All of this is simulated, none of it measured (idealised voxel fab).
process module | voxel transistor to metal
cross-section cut | 180 nm wide | cells 5 nm
A cross-section is a grid of square cells, given in bands from the top down. A band is one or more rows of cells.
Each band's line starts with the height of the band's top and of its bottom, in nm. Then come its materials from left to right, each with its width in nm. One material with "throughout" fills the band from edge to edge. "air" is empty space.
Height 0 is the level under which the wafer as received is all one material. The lowest band goes on downwards, as in "0 down".
A width such as "30 to 40" changes by the same amount from each row of cells to the next, from the band's top row to its bottom row.
"no change" after a step means that no cell of the cross-section changed.
closed voids: empty space of 8 cells or more with no open way to the top, each as width x height at its distance from the left edge, in nm
after a step's settings: what the simulator itself notes on the step
overlay nm, on a step with a mask: how far to the right of its planned place the mask lay; to the left if negative
plan
1 op RECEIVE | material Si
2 op CONFORMAL_DEP | material SiO2 | thk nm 5
3 op CONFORMAL_DEP | material SiN | thk nm 10
4 op PATTERN | tone cover | mask id ACTIVE | material resist | width nm 105 | thk nm 20 | overlay nm 0
5 op DIRECTIONAL_ETCH | etch materials SiN | depth nm 10
6 op DIRECTIONAL_ETCH | etch materials SiO2 | depth nm 5
7 op DIRECTIONAL_ETCH | etch materials Si | depth nm 20
8 op STRIP | etch materials resist
9 op OXIDIZE | depth nm 5
10 op FILL_DEP | material SiO2 | thk nm 10
11 op CMP | height nm 15
12 op SELECTIVE_ETCH | etch materials SiO2 | depth nm 5
13 op STRIP | etch materials SiN
14 op SELECTIVE_ETCH | etch materials SiO2 | depth nm 5
15 op OXIDIZE | depth nm 5
16 op DIRECTIONAL_DEP | material polySi | thk nm 20
17 op DIRECTIONAL_DEP | material SiCN | thk nm 10
18 op PATTERN | tone cover | mask id GATE | material resist | width nm 25 | thk nm 20 | overlay nm 0
19 op DIRECTIONAL_ETCH | etch materials SiCN | depth nm 20
20 op DIRECTIONAL_ETCH | etch materials polySi | depth nm 30
21 op STRIP | etch materials resist
22 op CONFORMAL_DEP | material SiN | thk nm 10
23 op DIRECTIONAL_ETCH | etch materials SiN | depth nm 10
24 op DIRECTIONAL_ETCH | etch materials SiO2 | depth nm 5
25 op DIRECTIONAL_ETCH | etch materials Si | depth nm 10
26 op EPI | material nSi | thk nm 10
27 op FILL_DEP | material SiO2 | thk nm 10
28 op CMP | height nm 30
29 op DIRECTIONAL_DEP | material SiO2 | thk nm 10
30 op DIRECTIONAL_DEP | material aC | thk nm 15
31 op PATTERN | tone open | mask id CONTACT | material resist | width nm 25 | pitch nm 60 | thk nm 35 | overlay nm 0
32 op DIRECTIONAL_ETCH | etch materials aC | depth nm 15
33 op STRIP | etch materials resist
34 op DIRECTIONAL_ETCH | etch materials SiO2 | depth nm 45
35 op STRIP | etch materials aC
36 op CONFORMAL_DEP | material TiN | thk nm 5
37 op FILL_DEP | material Ru | thk nm 10
38 op CMP | height nm 40
39 op DIRECTIONAL_DEP | material TiN | thk nm 5
40 op DIRECTIONAL_DEP | material W | thk nm 25
41 op DIRECTIONAL_DEP | material aC | thk nm 15
42 op PATTERN | tone cover | mask id METAL_1 | material resist | width nm 15 | pitch nm 70 | thk nm 35 | overlay nm 0
43 op DIRECTIONAL_ETCH | etch materials aC | depth nm 15
44 op STRIP | etch materials resist
45 op DIRECTIONAL_ETCH | etch materials W | depth nm 25
46 op DIRECTIONAL_ETCH | etch materials TiN | depth nm 5
47 op STRIP | etch materials aC
48 op CONFORMAL_DEP | material SiN | thk nm 5
49 op FILL_DEP | material lowk | thk nm 10
50 op CMP | height nm 70
51 op CONFORMAL_DEP | material SiCN | thk nm 5
52 op DIRECTIONAL_DEP | material lowk | thk nm 30
53 op DIRECTIONAL_DEP | material aC | thk nm 15
54 op PATTERN | tone open | mask id METAL_2 | material resist | width nm 15 | pitch nm 70 | thk nm 35 | overlay nm 0
55 op DIRECTIONAL_ETCH | etch materials aC | depth nm 15
56 op STRIP | etch materials resist
57 op DIRECTIONAL_ETCH | etch materials lowk | depth nm 15
58 op STRIP | etch materials aC
59 op MASKED_ETCH | tone open | mask id METAL_2_HOLES | width nm 15 | pitch nm 70 | etch materials lowk | depth nm 15 | overlay nm 0
60 op MASKED_ETCH | tone open | mask id METAL_2_HOLES | width nm 15 | pitch nm 70 | etch materials SiCN | depth nm 5 | overlay nm 0
61 op CONFORMAL_DEP | material TiN | thk nm 5
62 op FILL_DEP | material Cu | thk nm 10
63 op CMP | height nm 105
64 op CONFORMAL_DEP | material SiCN | thk nm 5
as received, after step 1
  0 down: Si throughout
  closed voids: none
a wafer at the end: this start, this plan, one mistake
  110 to 105: SiCN throughout
  105 to 75: lowk 45 | TiN 5 | Cu 5 | TiN 5 | lowk 55 | TiN 5 | Cu 5 | TiN 5 | lowk 50
  75 to 70: SiCN 45 | TiN 15 | SiCN 55 | TiN 15 | SiCN 50
  70 to 45: lowk 40 | SiN 5 | W 15 | SiN 5 | lowk 45 | SiN 5 | W 15 | SiN 5 | lowk 45
  45 to 40: SiN 45 | TiN 15 | SiN 55 | TiN 15 | SiN 50
  40 to 30: SiO2 45 | TiN 5 | Ru 15 to 10 | TiN 5 to 10 | SiO2 35 | TiN 5 to 10 | Ru 15 to 10 | TiN 5 | SiO2 50
  30 to 25: SiO2 45 | TiN 5 | Ru 10 | TiN 5 | SiN 10 | SiCN 25 | SiN 10 | TiN 5 | Ru 10 | TiN 5 | SiO2 50
  25 to 20: lowk 30 | SiN 10 | SiO2 5 | TiN 20 | SiN 10 | SiCN 25 | SiN 10 | TiN 20 | SiO2 5 | SiN 10 | lowk 35
  20 to 5: lowk throughout
  5 to 0: SiO2 30 | lowk 115 | SiO2 35
  0 to -5: SiO2 throughout
  -5 to -25: SiO2 40 | Si 95 | SiO2 45
  -25 down: Si throughout
  closed voids: none
what went wrong: step 16 ran as: op DIRECTIONAL_DEP | material lowk | thk nm 20
